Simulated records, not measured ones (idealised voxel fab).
A process module follows: voxel spacer lines.
Section cut is 155 nm wide and gridded with 5 nm square cells.
Format of a cross-section: grid, square cells. Given as bands. Order: top down. Band: one or more rows of cells. Look at the band entry: it leads with the top's height and the bottom's height in nm. Then it lists the materials left to right, with a width in nm for each. The word "throughout" on a single material says that material fills the band edge to edge. The word "blank" is empty space. All heights in this document are referenced to 0, defined as the level beneath which the wafer, as received, consists entirely of one material. The lowest band is not bounded below; it extends indefinitely downward and is written in the form "from 0 down". A two-number width, for instance "30->40", indicates that the width is equal to the first number in the top row of the band and to the second number in the bottom row, and that it changes by a constant amount per row of cells. "no alterations made" for a step: no cell of the cross-section changed in that step. Closed-off voids of 8+ cells (no open route to the top) go in "Enclosed cavities", written width x height at distance from the left edge, in nm. Where a step's line continues beyond its settings, the continuation is a remark by the simulator itself on that step. On any step carrying a mask, the "overlay nm" setting, if present on the step's line, tells how far right of its planned place the mask lay; negative values point to the left. Reading key. Pairs: pre-step and post-step cross-section, one process step apart; post-step view only to lowest changed band. Step between + settings: beneath pair. Runs: pairs may be from different runs of this module, same starting wafer. Continuation from pair above: only where "Before the step" entry says.
**Before the step**
	from 60 to 50 | 10 of blank  35 of SiO2  15 of blank  35 of SiO2  15 of blank  35 of SiO2  10 of blank
	from 50 to 35 | 10 of blank  10 of SiO2  15 of polySi  10 of SiO2  15 of blank  10 of SiO2  15 of polySi  10 of SiO2  15 of blank  10 of SiO2  15 of polySi  10 of SiO2  10 of blank
	from 35 to 25 | 20 of SiO2  15 of polySi  35 of SiO2  15 of polySi  35 of SiO2  15 of polySi  20 of SiO2
	from 25 to 0 | W throughout
	from 0 down | Si throughout
	Enclosed cavities: none
**Cross-Section After Step**
	from 50 to 25 | 10 of blank  10 of SiO2  15 of polySi  10 of SiO2  15 of blank  10 of SiO2  15 of polySi  10 of SiO2  15 of blank  10 of SiO2  15 of polySi  10 of SiO2  10 of blank
	No changes below 25.
	Enclosed cavities: none
What was done to get from the before section above to the after section? DIRECTIONAL_ETCH | etch materials SiO2 | depth nm 10
Before the step: as shown after the step in the preceding pair, directly above.
**Cross-Section After Step**
	from 50 to 25 | 10 of blank  10 of SiO2  15 of blank  10 of SiO2  15 of blank  10 of SiO2  15 of blank  10 of SiO2  15 of blank  10 of SiO2  15 of blank  10 of SiO2  10 of blank
	No changes below 25.
	Enclosed cavities: none
What was done to get from the before section above to the after section? STRIP | etch materials polySi
Before the step: as shown after the step in the preceding pair, directly above.
**Cross-Section After Step**
	from 50 to 25 | 10 of blank  10 of SiO2  15 of blank  10 of SiO2  15 of blank  10 of SiO2  15 of blank  10 of SiO2  15 of blank  10 of SiO2  15 of blank  10 of SiO2  10 of blank
	from 25 to 5 | 10 of blank  10 of W  15 of blank  10 of W  15 of blank  10 of W  15 of blank  10 of W  15 of blank  10 of W  15 of blank  10 of W  10 of blank
	No changes below 5.
	Enclosed cavities: none
What was done to get from the before section above to the after section? DIRECTIONAL_ETCH | etch materials W | depth nm 20
Before the step: as shown after the step in the preceding pair, directly above.
**Cross-Section After Step**
	from 25 to 5 | 10 of blank  10 of W  15 of blank  10 of W  15 of blank  10 of W  15 of blank  10 of W  15 of blank  10 of W  15 of blank  10 of W  10 of blank
	No changes below 5.
	Enclosed cavities: none
What was done to get from the before section above to the after section? STRIP | etch materials SiO2
Before the step: as shown after the step in the preceding pair, directly above.
**Cross-Section After Step**
	from 30 to 25 | SiO2 throughout
	from 25 to 5 | 10 of SiO2  10 of W  15 of SiO2  10 of W  15 of SiO2  10 of W  15 of SiO2  10 of W  15 of SiO2  10 of W  15 of SiO2  10 of W  10 of SiO2
	No changes below 5.
	Enclosed cavities: none
What was done to get from the before section above to the after section? FILL_DEP | material SiO2 | thk nm 5
Before the step: as shown after the step in the preceding pair, directly above.
**Cross-Section After Step**
	from 25 to 5 | 10 of SiO2  10 of W  15 of SiO2  10 of W  15 of SiO2  10 of W  15 of SiO2  10 of W  15 of SiO2  10 of W  15 of SiO2  10 of W  10 of SiO2
	No changes below 5.
	Enclosed cavities: none
What was done to get from the before section above to the after section? CMP | height nm 25
